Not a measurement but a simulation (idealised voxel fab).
Process module in this document: voxel capacitor over wiring
FYI the section here is cut, 290 nm wide, cells are 5 nm squares.
This document writes a cross-section as a grid whose cells are square, and gives it as bands, listed from the top down; one or more rows of cells form a band.
Heights first: top, then bottom, in nm. Then materials, left to right, each with a width in nm. "throughout" on a single material: fills the band edge to edge. "air": empty space.
Ref level 0: as-received wafer is one material below here. Bottom band extends down with no lower bound ("z 0 and below").
A width given as "30 to 40" starts at the first number in the band's top row and ends at the second number in its bottom row, shifting by an equal amount at every step from row to row.
Key: "nothing was modified" - step with no changed cell in the cross-section.
Basically, "Unvented internal voids" tells you about the enclosed voids: empty spaces with no open way to the top, 8 cells or bigger, each written width x height at distance, where distance is from the left edge, all in nm.
Past the settings on a step's line: simulator remark, on that step.
The "overlay nm" setting may appear on a step's line; for a step that uses a mask, it gives how far to the right of its planned position the mask lay, and a negative value indicates the left.
The following list gives the planned process steps
1. RECEIVE with material Si
2. CONFORMAL_DEP with material SiO2, thk nm 15
3. CONFORMAL_DEP with material SiN, thk nm 5
4. DIRECTIONAL_DEP with material SiO2, thk nm 25
5. PATTERN with tone open, mask id METAL_1, material resist, width nm 30, pitch nm 100, thk nm 20, overlay nm 0
6. DIRECTIONAL_ETCH with etch materials SiO2, depth nm 25
7. DIRECTIONAL_ETCH with etch materials SiN, depth nm 5
8. STRIP with etch materials resist
9. CONFORMAL_DEP with material TiN, thk nm 5
10. FILL_DEP with material Cu, thk nm 10
11. CMP with height nm 45
12. CONFORMAL_DEP with material SiCN, thk nm 5
13. DIRECTIONAL_DEP with material SiO2, thk nm 15
14. MASKED_ETCH with tone open, mask id PLUG_1, width nm 15, etch materials SiO2, depth nm 15, overlay nm 0
15. MASKED_ETCH with tone open, mask id PLUG_1, width nm 15, etch materials SiCN, depth nm 5, overlay nm 0
16. CONFORMAL_DEP with material TiN, thk nm 5
17. FILL_DEP with material Cu, thk nm 10
18. CMP with height nm 65
19. DIRECTIONAL_DEP with material TiN, thk nm 10
20. DIRECTIONAL_DEP with material Al2O3, thk nm 5
21. DIRECTIONAL_DEP with material TiN, thk nm 10
22. MASKED_ETCH with tone cover, mask id UPPER_PLATE, width nm 75, etch materials TiN, depth nm 10, overlay nm 0
23. MASKED_ETCH with tone cover, mask id UPPER_PLATE, width nm 75, etch materials Al2O3, depth nm 5, overlay nm 0
24. MASKED_ETCH with tone cover, mask id LOWER_PLATE, width nm 85, etch materials TiN, depth nm 10, overlay nm 0
25. FILL_DEP with material SiO2, thk nm 20
26. CMP with height nm 105
27. PATTERN with tone open, mask id PLUG_2, material resist, width nm 15, thk nm 20, overlay nm 0
28. DIRECTIONAL_ETCH with etch materials SiO2, depth nm 15
29. STRIP with etch materials resist
30. CONFORMAL_DEP with material TiN, thk nm 5
31. FILL_DEP with material W, thk nm 5
32. CMP with height nm 105
33. CONFORMAL_DEP with material SiCN, thk nm 5
Cross-section of the wafer upon arrival, representing the state reached after step 1
  z 0 and below = Si throughout
  Unvented internal voids: none
End-of-module cross-section. Starting structure and process plan as above; one mistake made in running it
  z 110 to 105 = SiCN throughout
  z 105 to 95 = 105 of SiO2 | 5 of TiN | 5 of W | 5 of TiN | 170 of SiO2
  z 95 to 90 = 105 of SiO2 | 15 of TiN | 170 of SiO2
  z 90 to 80 = 95 of SiO2 | 75 of TiN | 120 of SiO2
  z 80 to 75 = 95 of SiO2 | 75 of Al2O3 | 120 of SiO2
  z 75 to 65 = 90 of SiO2 | 85 of TiN | 115 of SiO2
  z 65 to 50 = 95 of SiO2 | 5 of TiN | 5 of Cu | 5 of TiN | 180 of SiO2
  z 50 to 45 = 95 of SiCN | 15 of TiN | 180 of SiCN
  z 45 to 25 = 80 of SiO2 | 5 of TiN | 20 of Cu | 5 of TiN | 70 of SiO2 | 5 of TiN | 20 of Cu | 5 of TiN | 80 of SiO2
  z 25 to 20 = 80 of SiO2 | 30 of TiN | 70 of SiO2 | 30 of TiN | 80 of SiO2
  z 20 to 5 = SiO2 throughout
  z 5 to 0 = SiN throughout
  z 0 and below = Si throughout
  Unvented internal voids: none
So what did we get wrong on this run? steps 2 and 3 swapped
